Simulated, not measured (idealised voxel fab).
Herein follows the process module entitled voxel local oxidation.
Cross-section cut: width 280 nm, square cells of 5 nm.
For the purposes of this document, a cross-section shall be understood as a grid of square cells, specified as bands listed in top-to-bottom order, each band consisting of one or more rows of cells. Within each band entry, the heights of the top and of the bottom of the band appear first, in that order and in nm; the materials of the band then follow from left to right, each with its corresponding width in nm. The designation "throughout" on a single material indicates that it fills the band from edge to edge; the designation "air" indicates empty space. Heights from 0 (as-received wafer is one material below). Bottom band endless downward, as "z 0 and below". A two-number width, for instance "30->40", indicates that the width is equal to the first number in the top row of the band and to the second number in the bottom row, and that it changes by a constant amount per row of cells. Step marked "nothing altered"? Then no cell in the cross-section changed in it. So "Closed void listing" is basically the list of trapped voids: any empty space of 8 cells or more that can't reach the top through an opening. They're written width x height at distance, the distance being from the left edge, and it's all nm. Anything after a step's settings on that line? It's the simulator's own note about the step. The optional step-line setting "overlay nm" applies to steps with a mask and quantifies how far to the right of its planned location the mask lay, a negative value indicating leftward placement.
## The following list gives the planned process steps
1. RECEIVE, material Si
2. CONFORMAL_DEP, material SiO2, thk nm 5
3. CONFORMAL_DEP, material SiN, thk nm 15
4. PATTERN, tone cover, mask id ACTIVE, material resist, width nm 95, thk nm 15, overlay nm 0
5. DIRECTIONAL_ETCH, etch materials SiN, depth nm 15
6. STRIP, etch materials resist
7. SELECTIVE_ETCH, etch materials SiO2, depth nm 5
8. OXIDIZE, depth nm 15
9. STRIP, etch materials SiN
## Below: the first of two wafers, run as planned
## Cross-section of the wafer as it came to us, i.e., already through step 1
> z 0 and below: Si throughout
> Closed void listing: none
## Cross-section of the wafer after step 2
> z 5 to 0: SiO2 throughout
> Beneath the level 0, the cross-section is identical to its previous state.
## Cross-section of the wafer after step 3
> z 20 to 5: SiN throughout
> Beneath the level 5, the cross-section is identical to its previous state.
## Cross-section of the wafer after step 4
> z 35 to 20: 90 of air; 95 of resist; 95 of air
> Beneath the level 20, the cross-section is identical to its previous state.
## Cross-section of the wafer after step 5
> z 35 to 20: 90 of air; 95 of resist; 95 of air
> z 20 to 5: 90 of air; 95 of SiN; 95 of air
> Beneath the level 5, the cross-section is identical to its previous state.
## Cross-section of the wafer after step 6
> z 20 to 5: 90 of air; 95 of SiN; 95 of air
> Beneath the level 5, the cross-section is identical to its previous state.
## Cross-section of the wafer after step 7
> z 20 to 5: 90 of air; 95 of SiN; 95 of air
> z 5 to 0: 95 of air; 85 of SiO2; 100 of air
> Beneath the level 0, the cross-section is identical to its previous state.
## Cross-section of the wafer after step 8
> z 20 to 5: 90 of air; 95 of SiN; 95 of air
> z 5 to 0: 95 of air; 85 of SiO2; 100 of air
> z 0 to -15: 110 of SiO2; 55 of Si; 115 of SiO2
> Beneath the level -15, the cross-section is identical to its previous state.
## Cross-section of the wafer after step 9
> z 5 to 0: 95 of air; 85 of SiO2; 100 of air
> Beneath the level 0, the cross-section is identical to its previous state.
## Here the second wafer is described. Its start and its plan were those of the first wafer. Its run contained one mistake. Up to and including step 8, it did exactly what the first wafer did
## X-section, second wafer, when step 9 was due to finish
> z 5 to 0: 95 of air; 85 of SiO2; 100 of air
> Beneath the level 0, the cross-section is identical to its previous state.
What was done differently from what was planned? twice, step 9 of the plan was run
Given identical final cross-sections on the two wafers, the mistake has no effect on any quantity computed by this model.
